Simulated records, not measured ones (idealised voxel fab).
The following process module bears the name voxel plated lines.
Shown is cross-section cut, with a width of 300 nm and square cells of size 5 nm.
How to read a cross-section here: the picture is a grid of square cells, written as bands going from the top down, and any band can span one or more rows of cells.
The band entry comprises the height of the band's top followed by the height of its bottom, expressed in nm, and subsequently the band's materials from left to right, each stated together with its width in nm. Where a single material is marked with the word "all across", that material fills the band from edge to edge. The word "air" represents empty space.
Note: height 0 marks the level under which the wafer is uniformly one material as received. Lowest band unbounded below, written "0..down".
Think of "30->40" as a width that walks from the first number to the second as you go down the band, top row to bottom row, taking equal-sized steps from row to row.
Key: "remained unchanged" - step with no changed cell in the cross-section.
Empty spaces counting at least 8 cells and having no open way to the top are listed in "Fully enclosed voids". The notation width x height at distance is used for each, the distance being from the left edge and all three values in nm.
On a step's line, text after the settings is the simulator commenting on that step.
A step's line can hold "overlay nm"; with a mask on that step, the setting says how far right of the planned place the mask lay, while a negative setting says it lay to the left.

-- Here's what the planned process steps look like
- 1: RECEIVE [material Si]
- 2: CONFORMAL_DEP [material Al2O3] [thk nm 10]
- 3: DIRECTIONAL_DEP [material TiN] [thk nm 5]
- 4: PATTERN [tone open] [mask id LINES] [material resist] [width nm 15] [pitch nm 45] [thk nm 35] [overlay nm 0]
- 5: EPI [material Ru] [thk nm 10]
- 6: EPI [material Ru] [thk nm 10]
- 7: EPI [material Ru] [thk nm 10]
- 8: STRIP [etch materials resist]
- 9: DIRECTIONAL_ETCH [etch materials TiN] [depth nm 5]
- 10: CONFORMAL_DEP [material SiN] [thk nm 5]

-- Cross-section: wafer on arrival = after step 1
    0..down = Si all across
    Fully enclosed voids: none

-- What the wafer looks like in cross-section after this module, when it starts as shown above and follows the plan above but one mistake is made in running it
    50..45 = air=85, then SiN=35, then air=10, then SiN=35, then air=10, then SiN=35, then air=90
    45..15 = air=85, then SiN=5, then Ru=25, then SiN=5, then air=10, then SiN=5, then Ru=25, then SiN=5, then air=10, then SiN=5, then Ru=25, then SiN=5, then air=90
    15..10 = SiN=90, then TiN=25, then SiN=20, then TiN=25, then SiN=20, then TiN=25, then SiN=95
    10..0 = Al2O3 all across
    0..down = Si all across
    Fully enclosed voids: none
Misprocessing identified: step 4 off recipe, ran as PATTERN [tone open] [mask id LINES] [material resist] [width nm 25] [pitch nm 45] [thk nm 35] [overlay nm 0]
